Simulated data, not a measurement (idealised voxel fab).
A process module follows: voxel wiring stack.
Displayed cross-section: cut, width of 250 nm, square cells sized 5 nm.
Cross-section, as written here: a square-cell grid given band by band from the top down, where a band holds one or more rows of cells.
Band: top height; bottom height; in nm. Then, left to right: material with width in nm, for each material. "throughout": a single material spanning edge to edge. "empty": empty space.
A quick word on heights: they are counted from 0, and under that level the wafer as it came to us is one material throughout. The lowest band is different from the rest in having no bottom; it simply continues downward, written as in "0..down".
The two numbers in a width such as "30 to 40" mark its ends across the band: the first belongs to the top row of cells, the second to the bottom row, and from each row to the next the width moves by the same amount.
For the purposes of this document, the phrase "no change occurred" attached to a step denotes that no cell within the cross-section was modified by that step.
Any empty space of 8 cells or more lacking an open way to the top shows up in "Sealed cavities" as width x height at distance, distance from the left edge, in nm.
Formally, on a step line, whatever follows the settings is a remark that the simulator itself makes on the step.
What "overlay nm" on a step's line means: if the step has a mask, that mask lay this far to the right of its planned place, or, when the value is negative, to the left.

The planned process steps are enumerated hereunder:
step 1: RECEIVE (material Si)
step 2: CONFORMAL_DEP (material SiO2; thk nm 10)
step 3: CONFORMAL_DEP (material SiN; thk nm 5)
step 4: DIRECTIONAL_DEP (material SiO2; thk nm 20)
step 5: DIRECTIONAL_DEP (material aC; thk nm 10)
step 6: PATTERN (tone open; mask id METAL_1; material resist; width nm 20; pitch nm 40; thk nm 25; overlay nm 0)
step 7: DIRECTIONAL_ETCH (etch materials aC; depth nm 10)
step 8: STRIP (etch materials resist)
step 9: DIRECTIONAL_ETCH (etch materials SiO2; depth nm 20)
step 10: DIRECTIONAL_ETCH (etch materials SiN; depth nm 5)
step 11: STRIP (etch materials aC)
step 12: CONFORMAL_DEP (material TiN; thk nm 5)
step 13: FILL_DEP (material Cu; thk nm 5)
step 14: CMP (height nm 35)
step 15: CONFORMAL_DEP (material SiCN; thk nm 5)
step 16: DIRECTIONAL_DEP (material lowk; thk nm 30)
step 17: MASKED_ETCH (tone open; mask id METAL_2; width nm 20; pitch nm 40; etch materials lowk; depth nm 20; overlay nm 0)
step 18: PATTERN (tone open; mask id METAL_2_HOLES; material resist; width nm 15; pitch nm 40; thk nm 20; overlay nm 0)
step 19: DIRECTIONAL_ETCH (etch materials lowk; depth nm 10)
step 20: DIRECTIONAL_ETCH (etch materials SiCN; depth nm 5)
step 21: STRIP (etch materials resist)
step 22: CONFORMAL_DEP (material TiN; thk nm 5)
step 23: FILL_DEP (material Cu; thk nm 10)
step 24: CMP (height nm 70)
step 25: CONFORMAL_DEP (material SiCN; thk nm 5)
step 26: DIRECTIONAL_DEP (material lowk; thk nm 10)
step 27: DIRECTIONAL_DEP (material aC; thk nm 15)
step 28: PATTERN (tone open; mask id PLUG_2; material resist; width nm 15; thk nm 35; overlay nm 0)
step 29: DIRECTIONAL_ETCH (etch materials aC; depth nm 15)
step 30: STRIP (etch materials resist)
step 31: DIRECTIONAL_ETCH (etch materials lowk; depth nm 10)
step 32: DIRECTIONAL_ETCH (etch materials SiCN; depth nm 5)
step 33: STRIP (etch materials aC)
step 34: EPI (material Ru; thk nm 10)
step 35: EPI (material Ru; thk nm 5)
step 36: CONFORMAL_DEP (material SiCN; thk nm 5)
step 37: DIRECTIONAL_DEP (material lowk; thk nm 20)
step 38: PATTERN (tone open; mask id METAL_3; material resist; width nm 20; pitch nm 40; thk nm 15; overlay nm 0)
step 39: DIRECTIONAL_ETCH (etch materials lowk; depth nm 20)
step 40: DIRECTIONAL_ETCH (etch materials SiCN; depth nm 5)
step 41: STRIP (etch materials resist)
step 42: CONFORMAL_DEP (material TiN; thk nm 5)
step 43: FILL_DEP (material Cu; thk nm 5)
step 44: CMP (height nm 110)
step 45: EPI (material Ru; thk nm 5)
step 46: FILL_DEP (material SiCN; thk nm 5)
step 47: DIRECTIONAL_DEP (material SiO2; thk nm 10)
step 48: DIRECTIONAL_DEP (material aC; thk nm 10)
step 49: PATTERN (tone open; mask id PLUG_3; material resist; width nm 15; pitch nm 40; thk nm 30; overlay nm 0)
step 50: DIRECTIONAL_ETCH (etch materials aC; depth nm 10)
step 51: STRIP (etch materials resist)
step 52: DIRECTIONAL_ETCH (etch materials SiO2; depth nm 10)
step 53: DIRECTIONAL_ETCH (etch materials SiCN; depth nm 5)
step 54: STRIP (etch materials aC)
step 55: EPI (material Ru; thk nm 10)
step 56: EPI (material Ru; thk nm 5)
step 57: CONFORMAL_DEP (material SiN; thk nm 5)
step 58: DIRECTIONAL_DEP (material SiO2; thk nm 15)
step 59: MASKED_ETCH (tone open; mask id METAL_4; width nm 20; pitch nm 40; etch materials SiO2; depth nm 15; overlay nm 0)
step 60: MASKED_ETCH (tone open; mask id METAL_4; width nm 20; pitch nm 40; etch materials SiN; depth nm 5; overlay nm 0)
step 61: CONFORMAL_DEP (material TiN; thk nm 5)
step 62: FILL_DEP (material W; thk nm 10)
step 63: CMP (height nm 150)
step 64: EPI (material Ru; thk nm 5)
step 65: FILL_DEP (material SiCN; thk nm 5)
What sets these wafers apart? The thk nm at step 25. They all start alike, and the plan carries the first wafer's value.

First wafer of several, as received: cross-section after step 1:
* 0..down | Si throughout
* Sealed cavities: none

The table below has one row for each wafer; a row shows, as of the end of the module, how many cells of each material the wafer has gained, marked (+), or lost, marked (-), since it was received, and then the wafer's closed voids:
thk nm 5, +50 Cu, +51 Ru, +303 SiCN, +84 SiN, +482 SiO2, +100 TiN, +12 W, +518 lowk, Sealed cavities: none
thk nm 10, +46 Cu, +42 Ru, +359 SiCN, +84 SiN, +482 SiO2, +99 TiN, +12 W, +476 lowk, Sealed cavities: none
thk nm 15, +42 Cu, +42 Ru, +409 SiCN, +84 SiN, +482 SiO2, +95 TiN, +12 W, +434 lowk, Sealed cavities: none
thk nm 20, +38 Cu, +42 Ru, +459 SiCN, +84 SiN, +482 SiO2, +91 TiN, +12 W, +392 lowk, Sealed cavities: none
